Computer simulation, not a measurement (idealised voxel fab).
The name of this process module is voxel lift off.
The width of the displayed cross-section, cut, is 170 nm; its cells are square, with a size of 5 nm.
Each cross-section below is a grid of square cells, stated as bands in top-down order, with one or more rows of cells making up each band.
Top, bottom (nm), then materials left to right with widths (nm); lone material tagged "all across" fills the whole band edge to edge; "air" = empty space.
Heights are measured from 0, the level below which the as-received wafer is all one material; the lowest band has no bottom and continues downward, written as in "0 nm and below".
Read "30..40" as a graded width: first number on top, second number at the bottom, same change between each pair of neighbouring rows.
Step marked "no change"? Then no cell in the cross-section changed in it.
Look at "Entrapped void list" for the closed voids: empty spaces with no open path to the top, sized 8 cells or up. Each is width x height at distance, distance from the left edge, all nm.
Text after the settings on a step's line: the simulator's own remark on that step.
Each step line may optionally specify "overlay nm", which for a step with a mask gives the rightward distance between the mask's planned place and where it lay, a negative value indicating the leftward direction.

Set out below are the planned steps of the process:
1,RECEIVE [material Si]
2,CONFORMAL_DEP [material SiN] [thk nm 5]
3,PATTERN [tone open] [mask id LINES] [material resist] [width nm 20] [pitch nm 50] [thk nm 25] [overlay nm 0]
4,DIRECTIONAL_DEP [material Ru] [thk nm 5]
5,STRIP [etch materials resist]
6,CONFORMAL_DEP [material SiCN] [thk nm 5]
For clarity, it should be stated that the wafers under discussion commence in an identical condition and differ with respect to the thk nm of step 4, the plan indicating the value that the first wafer had.

Incoming state of the first of several wafers in cross-section: after step 1:
  0 nm and below: Si all across
  Entrapped void list: none

Module end state after final step 6: cross-section of the first of several wafers:
  15 nm to 10 nm: air 45; SiCN 30; air 20; SiCN 30; air 45
  10 nm to 5 nm: SiCN 50; Ru 20; SiCN 30; Ru 20; SiCN 50
  5 nm to 0 nm: SiN all across
  0 nm and below: Si all across
  Entrapped void list: none

Cross-sectional view of the final wafer of several at the module's end:
  30 nm to 25 nm: air 45; SiCN 30; air 20; SiCN 30; air 45
  25 nm to 10 nm: air 45; SiCN 5; Ru 20; SiCN 5; air 20; SiCN 5; Ru 20; SiCN 5; air 45
  10 nm to 5 nm: SiCN 50; Ru 20; SiCN 30; Ru 20; SiCN 50
  5 nm to 0 nm: SiN all across
  0 nm and below: Si all across
  Entrapped void list: none

Per wafer, end of module: cells gained (+) or lost (-) per material since receipt, then closed voids:
thk nm 5, +8 Ru, +38 SiCN, +34 SiN, Entrapped void list: none
thk nm 10, +16 Ru, +42 SiCN, +34 SiN, Entrapped void list: none
thk nm 15, +24 Ru, +46 SiCN, +34 SiN, Entrapped void list: none
thk nm 20, +32 Ru, +50 SiCN, +34 SiN, Entrapped void list: none
